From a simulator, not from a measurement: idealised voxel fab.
Title: Process Module voxel capacitor over wiring
The figure presents cross-section cut, which has a width of 295 nm and is divided into square cells with an edge length of 5 nm.
Throughout this document, each cross-section is represented as a grid of square cells and is presented as a sequence of bands enumerated from the top downward, where a band comprises one or more rows of cells.
A band entry consists of two parts. The first gives the height of the band's top and the height of its bottom, in nm. The rest lists the band's materials from left to right, each with its width in nm. A single material labelled with the word "throughout" fills the band from edge to edge, and the word "air" marks empty space.
The level at which height equals 0 is the one under which the wafer, as it arrives, is entirely one material. No lower edge exists for the bottom band, which continues downward and is notated as in "from 0 down".
A width given as "30->40" starts at the first number in the band's top row and ends at the second number in its bottom row, shifting by an equal amount at every step from row to row.
"nothing different" means the step left every cell of the cross-section as it was.
"Listed closed voids" - sealed voids, min. 8 cells, no opening to top; format: width x height at distance (distance from left edge; nm throughout).
Step line, after settings: the simulator's comment on this step.
The optional step-line setting "overlay nm" applies to steps with a mask and quantifies how far to the right of its planned location the mask lay, a negative value indicating leftward placement.
### Listed below are the process steps as planned
step 1: RECEIVE, material Si
step 2: CONFORMAL_DEP, material SiO2, thk nm 15
step 3: CONFORMAL_DEP, material SiCN, thk nm 5
step 4: DIRECTIONAL_DEP, material SiO2, thk nm 25
step 5: PATTERN, tone open, mask id METAL_1, material resist, width nm 30, pitch nm 95, thk nm 20, overlay nm 0
step 6: DIRECTIONAL_ETCH, etch materials SiO2, depth nm 25
step 7: DIRECTIONAL_ETCH, etch materials SiCN, depth nm 5
step 8: STRIP, etch materials resist
step 9: CONFORMAL_DEP, material TiN, thk nm 5
step 10: FILL_DEP, material Cu, thk nm 10
step 11: CMP, height nm 45
step 12: CONFORMAL_DEP, material SiCN, thk nm 5
step 13: DIRECTIONAL_DEP, material SiO2, thk nm 10
step 14: MASKED_ETCH, tone open, mask id PLUG_1, width nm 15, etch materials SiO2, depth nm 10, overlay nm 0
step 15: MASKED_ETCH, tone open, mask id PLUG_1, width nm 15, etch materials SiCN, depth nm 5, overlay nm 0
step 16: EPI, material Ru, thk nm 10
step 17: EPI, material Ru, thk nm 5
step 18: DIRECTIONAL_DEP, material TiN, thk nm 5
step 19: DIRECTIONAL_DEP, material SiN, thk nm 5
step 20: DIRECTIONAL_DEP, material TiN, thk nm 5
step 21: MASKED_ETCH, tone cover, mask id UPPER_PLATE, width nm 70, etch materials TiN, depth nm 5, overlay nm 0
step 22: MASKED_ETCH, tone cover, mask id UPPER_PLATE, width nm 70, etch materials SiN, depth nm 5, overlay nm 0
step 23: DIRECTIONAL_DEP, material aC, thk nm 15
step 24: PATTERN, tone cover, mask id LOWER_PLATE, material resist, width nm 80, thk nm 35, overlay nm 0
step 25: DIRECTIONAL_ETCH, etch materials aC, depth nm 15
step 26: STRIP, etch materials resist
step 27: DIRECTIONAL_ETCH, etch materials TiN, depth nm 5
step 28: STRIP, etch materials aC
step 29: FILL_DEP, material SiO2, thk nm 15
step 30: CMP, height nm 85
step 31: DIRECTIONAL_DEP, material aC, thk nm 10
step 32: PATTERN, tone open, mask id PLUG_2, material resist, width nm 15, thk nm 25, overlay nm 0
step 33: DIRECTIONAL_ETCH, etch materials aC, depth nm 10
step 34: STRIP, etch materials resist
step 35: DIRECTIONAL_ETCH, etch materials SiO2, depth nm 10
step 36: STRIP, etch materials aC
step 37: CONFORMAL_DEP, material TiN, thk nm 5
step 38: FILL_DEP, material Ru, thk nm 5
step 39: CMP, height nm 85
step 40: CONFORMAL_DEP, material SiCN, thk nm 5
### As-received state of the wafer in cross-section, equivalent to post-step 1
	from 0 down = Si throughout
	Listed closed voids: none
### first wafer at the end, as planned
	from 90 to 85 = SiCN throughout
	from 85 to 80 = 110 SiO2 | 5 TiN | 5 Ru | 5 TiN | 170 SiO2
	from 80 to 70 = 110->100 SiO2 | 15->70 TiN | 170->125 SiO2
	from 70 to 65 = 100 SiO2 | 70 SiN | 125 SiO2
	from 65 to 60 = 95 SiO2 | 80 TiN | 120 SiO2
	from 60 to 50 = 100 SiO2 | 15 Ru | 180 SiO2
	from 50 to 45 = 100 SiCN | 15 Ru | 180 SiCN
	from 45 to 20 = 85 SiO2 | 5 TiN | 20 Cu | 5 TiN | 65 SiO2 | 5 TiN | 20 Cu | 5 TiN | 85 SiO2
	from 20 to 15 = 85 SiCN | 30 TiN | 65 SiCN | 30 TiN | 85 SiCN
	from 15 to 0 = SiO2 throughout
	from 0 down = Si throughout
	Listed closed voids: none
### Same start, same plan as the first wafer - but one mistake in the run. Cross-section of the second of the two at the end of the module
	from 90 to 85 = SiCN throughout
	from 85 to 80 = 110 SiO2 | 5 TiN | 5 Ru | 5 TiN | 170 SiO2
	from 80 to 75 = 110 SiO2 | 15 TiN | 170 SiO2
	from 75 to 70 = SiO2 throughout
	from 70 to 65 = 100 SiO2 | 70 SiN | 125 SiO2
	from 65 to 60 = 95 TiN | 5 SiO2 | 70 TiN | 5 SiO2 | 120 TiN
	from 60 to 50 = 100 SiO2 | 15 Ru | 180 SiO2
	from 50 to 45 = 100 SiCN | 15 Ru | 180 SiCN
	from 45 to 20 = 85 SiO2 | 5 TiN | 20 Cu | 5 TiN | 65 SiO2 | 5 TiN | 20 Cu | 5 TiN | 85 SiO2
	from 20 to 15 = 85 SiCN | 30 TiN | 65 SiCN | 30 TiN | 85 SiCN
	from 15 to 0 = SiO2 throughout
	from 0 down = Si throughout
	Listed closed voids: none
Heads up, the wafer didn't run the way we planned it: step 24 did not happen as planned, as run it was PATTERN, tone open, mask id LOWER_PLATE, material resist, width nm 80, thk nm 35, overlay nm 0
Per the end-of-run cell counts, the second wafer holds more or fewer of some materials than the first: SiO2 -27, TiN +27
